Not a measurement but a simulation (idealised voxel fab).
voxel transistor to metal: a process module
Cross-sectional view cut (width: 300 nm; square cell size: 5 nm).
Throughout this document, each cross-section is represented as a grid of square cells and is presented as a sequence of bands enumerated from the top downward, where a band comprises one or more rows of cells. What a band's entry tells you: where the top is and where the bottom is, as heights in nm, and after that what lies inside, material by material from left to right, each with its width in nm. Empty space is written as the word "blank", and a single material marked with the word "full width" occupies the band from edge to edge. A quick word on heights: they are counted from 0, and under that level the wafer as it came to us is one material throughout. The lowest band is different from the rest in having no bottom; it simply continues downward, written as in "z 0 and below". Width "30->40": first value at the band's top row of cells, second value at its bottom row, equal change from row to row. Where a step carries "remains unaltered", the cross-section came out of it unchanged, cell for cell. Empty spaces counting at least 8 cells and having no open way to the top are listed in "Sealed-off cavities". The notation width x height at distance is used for each, the distance being from the left edge and all three values in nm. Anything after a step's settings on that line? It's the simulator's own note about the step. If you see "overlay nm" on a step's line and that step has a mask, it's telling you how far right of where it was planned the mask ended up; a negative number means it went left instead.
PLAN
| 1 | RECEIVE (material Si) |
| 2 | OXIDIZE (depth nm 5) |
| 3 | CONFORMAL_DEP (material SiN; thk nm 15) |
| 4 | PATTERN (tone cover; mask id ACTIVE; material resist; width nm 95; pitch nm 115; thk nm 20; overlay nm 0) |
| 5 | DIRECTIONAL_ETCH (etch materials SiN; depth nm 15) |
| 6 | DIRECTIONAL_ETCH (etch materials SiO2; depth nm 5) |
| 7 | DIRECTIONAL_ETCH (etch materials Si; depth nm 35) |
| 8 | STRIP (etch materials resist) |
| 9 | FILL_DEP (material SiO2; thk nm 15) |
| 10 | CMP (height nm 15) |
| 11 | SELECTIVE_ETCH (etch materials SiO2; depth nm 10) |
| 12 | STRIP (etch materials SiN) |
| 13 | SELECTIVE_ETCH (etch materials SiO2; depth nm 5) |
| 14 | OXIDIZE (depth nm 5) |
| 15 | DIRECTIONAL_DEP (material polySi; thk nm 20) |
| 16 | DIRECTIONAL_DEP (material SiCN; thk nm 10) |
| 17 | PATTERN (tone cover; mask id GATE; material resist; width nm 25; pitch nm 115; thk nm 15; overlay nm 0) |
| 18 | DIRECTIONAL_ETCH (etch materials SiCN; depth nm 20) |
| 19 | DIRECTIONAL_ETCH (etch materials polySi; depth nm 30) |
| 20 | STRIP (etch materials resist) |
| 21 | CONFORMAL_DEP (material SiN; thk nm 5) |
| 22 | DIRECTIONAL_ETCH (etch materials SiN; depth nm 5) |
| 23 | DIRECTIONAL_ETCH (etch materials SiO2; depth nm 5) |
| 24 | EPI (material SiGe; thk nm 5) |
| 25 | FILL_DEP (material SiO2; thk nm 10) |
| 26 | CMP (height nm 15) |
| 27 | STRIP (etch materials polySi) |
| 28 | SELECTIVE_ETCH (etch materials SiO2; depth nm 5) |
| 29 | CONFORMAL_DEP (material HfO2; thk nm 5) |
| 30 | CONFORMAL_DEP (material TiN; thk nm 5) |
| 31 | FILL_DEP (material W; thk nm 10) |
| 32 | CMP (height nm 10) |
| 33 | DIRECTIONAL_DEP (material SiO2; thk nm 10) |
| 34 | DIRECTIONAL_DEP (material aC; thk nm 10) |
| 35 | PATTERN (tone open; mask id CONTACT; material resist; width nm 15; thk nm 30; overlay nm 0) |
| 36 | DIRECTIONAL_ETCH (etch materials aC; depth nm 10) |
| 37 | STRIP (etch materials resist) |
| 38 | DIRECTIONAL_ETCH (etch materials SiO2; depth nm 25) |
| 39 | STRIP (etch materials aC) |
| 40 | CONFORMAL_DEP (material TiN; thk nm 5) |
| 41 | FILL_DEP (material Ru; thk nm 5) |
| 42 | CMP (height nm 20) |
| 43 | CONFORMAL_DEP (material SiN; thk nm 5) |
| 44 | DIRECTIONAL_DEP (material SiO2; thk nm 25) |
| 45 | MASKED_ETCH (tone open; mask id METAL_1; width nm 15; etch materials SiO2; depth nm 25; overlay nm 0) |
| 46 | MASKED_ETCH (tone open; mask id METAL_1; width nm 15; etch materials SiN; depth nm 5; overlay nm 0) |
| 47 | CONFORMAL_DEP (material TiN; thk nm 5) |
| 48 | FILL_DEP (material Ru; thk nm 10) |
| 49 | CMP (height nm 50) |
| 50 | CONFORMAL_DEP (material SiCN; thk nm 5) |
| 51 | DIRECTIONAL_DEP (material lowk; thk nm 30) |
| 52 | DIRECTIONAL_DEP (material aC; thk nm 10) |
| 53 | PATTERN (tone open; mask id METAL_2; material resist; width nm 15; pitch nm 115; thk nm 25; overlay nm 0) |
| 54 | DIRECTIONAL_ETCH (etch materials aC; depth nm 10) |
| 55 | STRIP (etch materials resist) |
| 56 | DIRECTIONAL_ETCH (etch materials lowk; depth nm 20) |
| 57 | STRIP (etch materials aC) |
| 58 | DIRECTIONAL_DEP (material aC; thk nm 15) |
| 59 | PATTERN (tone open; mask id METAL_2_HOLES; material resist; width nm 15; pitch nm 115; thk nm 30; overlay nm 0) |
| 60 | DIRECTIONAL_ETCH (etch materials aC; depth nm 15) |
| 61 | STRIP (etch materials resist) |
| 62 | DIRECTIONAL_ETCH (etch materials lowk; depth nm 10) |
| 63 | DIRECTIONAL_ETCH (etch materials SiCN; depth nm 5) |
| 64 | STRIP (etch materials aC) |
| 65 | CONFORMAL_DEP (material TiN; thk nm 5) |
| 66 | FILL_DEP (material Ru; thk nm 10) |
| 67 | CMP (height nm 85) |
| 68 | CONFORMAL_DEP (material SiN; thk nm 5) |
WAFER CROSS-SECTION ON RECEIPT, I.E. AFTER STEP 1
  z 0 and below | Si full width
  Sealed-off cavities: none
CROSS-SECTIONAL IMAGE OF THE FIRST OF TWO WAFERS AT THE END OF THE MODULE, THE RUN HAVING PROCEEDED AS PLANNED
  z 90 to 85 | SiN full width
  z 85 to 55 | lowk: 50 / TiN: 5 / Ru: 5 / TiN: 5 / lowk: 100 / TiN: 5 / Ru: 5 / TiN: 5 / lowk: 120
  z 55 to 50 | SiCN: 50 / TiN: 15 / SiCN: 100 / TiN: 15 / SiCN: 120
  z 50 to 25 | SiO2: 50 / TiN: 5 / Ru: 5 / TiN: 5 / SiO2: 55 / TiN: 5 / Ru: 5 / TiN: 5 / SiO2: 30 / TiN: 5 / Ru: 5 / TiN: 5 / SiO2: 55 / TiN: 5 / Ru: 5 / TiN: 5 / SiO2: 50
  z 25 to 20 | SiN: 50 / TiN: 15 / SiN: 55 / TiN: 15 / SiN: 30 / TiN: 15 / SiN: 55 / TiN: 15 / SiN: 50
  z 20 to 10 | SiO2: 50 / TiN: 5 / Ru: 5 / TiN: 5 / SiO2: 55 / TiN: 5 / Ru: 5 / TiN: 5 / SiO2: 30 / TiN: 5 / Ru: 5 / TiN: 5 / SiO2: 55 / TiN: 5 / Ru: 5 / TiN: 5 / SiO2: 50
  z 10 to 0 | SiO2: 50 / TiN: 5 / Ru: 5 / TiN: 5 / SiO2: 10 / SiN: 5 / HfO2: 5 / TiN: 5 / W: 5 / TiN: 5 / HfO2: 5 / SiN: 5 / SiO2: 10 / TiN: 5 / Ru: 5 / TiN: 5 / SiO2: 30 / TiN: 5 / Ru: 5 / TiN: 5 / SiO2: 10 / SiN: 5 / HfO2: 5 / TiN: 5 / W: 5 / TiN: 5 / HfO2: 5 / SiN: 5 / SiO2: 10 / TiN: 5 / Ru: 5 / TiN: 5 / SiO2: 50
  z 0 to -5 | SiO2: 40 / SiN: 5 / SiO2: 5 / TiN: 15 / SiO2: 10 / SiN: 5 / HfO2: 5 / TiN: 15 / HfO2: 5 / SiN: 5 / SiO2: 10 / TiN: 15 / SiO2: 5 / SiN: 5 / SiO2: 10 / SiN: 5 / SiO2: 5 / TiN: 15 / SiO2: 10 / SiN: 5 / HfO2: 5 / TiN: 15 / HfO2: 5 / SiN: 5 / SiO2: 10 / TiN: 15 / SiO2: 5 / SiN: 5 / SiO2: 40
  z -5 to -10 | SiO2: 45 / SiGe: 30 / HfO2: 35 / SiGe: 30 / SiO2: 20 / SiGe: 30 / HfO2: 35 / SiGe: 30 / SiO2: 45
  z -10 to -40 | SiO2: 45 / Si: 95 / SiO2: 20 / Si: 95 / SiO2: 45
  z -40 and below | Si full width
  Sealed-off cavities: none
WAFER TWO (OF TWO), END-OF-MODULE CROSS-SECTION: START = WAFER ONE, PLAN = WAFER ONE, ONE RUN MISTAKE
  z 90 to 85 | SiN full width
  z 85 to 80 | Ru full width
  z 80 to 75 | Ru: 45 / TiN: 25 / Ru: 90 / TiN: 25 / Ru: 115
  z 75 to 70 | Ru: 45 / TiN: 5 / lowk: 15 / TiN: 5 / Ru: 90 / TiN: 5 / lowk: 15 / TiN: 5 / Ru: 115
  z 70 to 65 | TiN: 50 / lowk: 15 / TiN: 100 / lowk: 15 / TiN: 120
  z 65 to 55 | lowk full width
  z 55 to 50 | SiCN full width
  z 50 to 25 | SiO2: 50 / TiN: 5 / Ru: 5 / TiN: 5 / SiO2: 55 / TiN: 5 / Ru: 5 / TiN: 5 / SiO2: 30 / TiN: 5 / Ru: 5 / TiN: 5 / SiO2: 55 / TiN: 5 / Ru: 5 / TiN: 5 / SiO2: 50
  z 25 to 20 | SiN: 50 / TiN: 15 / SiN: 55 / TiN: 15 / SiN: 30 / TiN: 15 / SiN: 55 / TiN: 15 / SiN: 50
  z 20 to 10 | SiO2: 50 / TiN: 5 / Ru: 5 / TiN: 5 / SiO2: 55 / TiN: 5 / Ru: 5 / TiN: 5 / SiO2: 30 / TiN: 5 / Ru: 5 / TiN: 5 / SiO2: 55 / TiN: 5 / Ru: 5 / TiN: 5 / SiO2: 50
  z 10 to 0 | SiO2: 50 / TiN: 5 / Ru: 5 / TiN: 5 / SiO2: 10 / SiN: 5 / HfO2: 5 / TiN: 5 / W: 5 / TiN: 5 / HfO2: 5 / SiN: 5 / SiO2: 10 / TiN: 5 / Ru: 5 / TiN: 5 / SiO2: 30 / TiN: 5 / Ru: 5 / TiN: 5 / SiO2: 10 / SiN: 5 / HfO2: 5 / TiN: 5 / W: 5 / TiN: 5 / HfO2: 5 / SiN: 5 / SiO2: 10 / TiN: 5 / Ru: 5 / TiN: 5 / SiO2: 50
  z 0 to -5 | SiO2: 40 / SiN: 5 / SiO2: 5 / TiN: 15 / SiO2: 10 / SiN: 5 / HfO2: 5 / TiN: 15 / HfO2: 5 / SiN: 5 / SiO2: 10 / TiN: 15 / SiO2: 5 / SiN: 5 / SiO2: 10 / SiN: 5 / SiO2: 5 / TiN: 15 / SiO2: 10 / SiN: 5 / HfO2: 5 / TiN: 15 / HfO2: 5 / SiN: 5 / SiO2: 10 / TiN: 15 / SiO2: 5 / SiN: 5 / SiO2: 40
  z -5 to -10 | SiO2: 45 / SiGe: 30 / HfO2: 35 / SiGe: 30 / SiO2: 20 / SiGe: 30 / HfO2: 35 / SiGe: 30 / SiO2: 45
  z -10 to -40 | SiO2: 45 / Si: 95 / SiO2: 20 / Si: 95 / SiO2: 45
  z -40 and below | Si full width
  Sealed-off cavities: none
Nonconformance to the process plan: it should be noted that step 53 was executed with settings other than those planned, the operation and settings actually applied being PATTERN (tone cover; mask id METAL_2; material resist; width nm 15; pitch nm 115; thk nm 25; overlay nm 0)
The second wafer ends with more or fewer cells of some materials than the first, per final count: +148 Ru; +6 SiCN; +38 TiN; -192 lowk
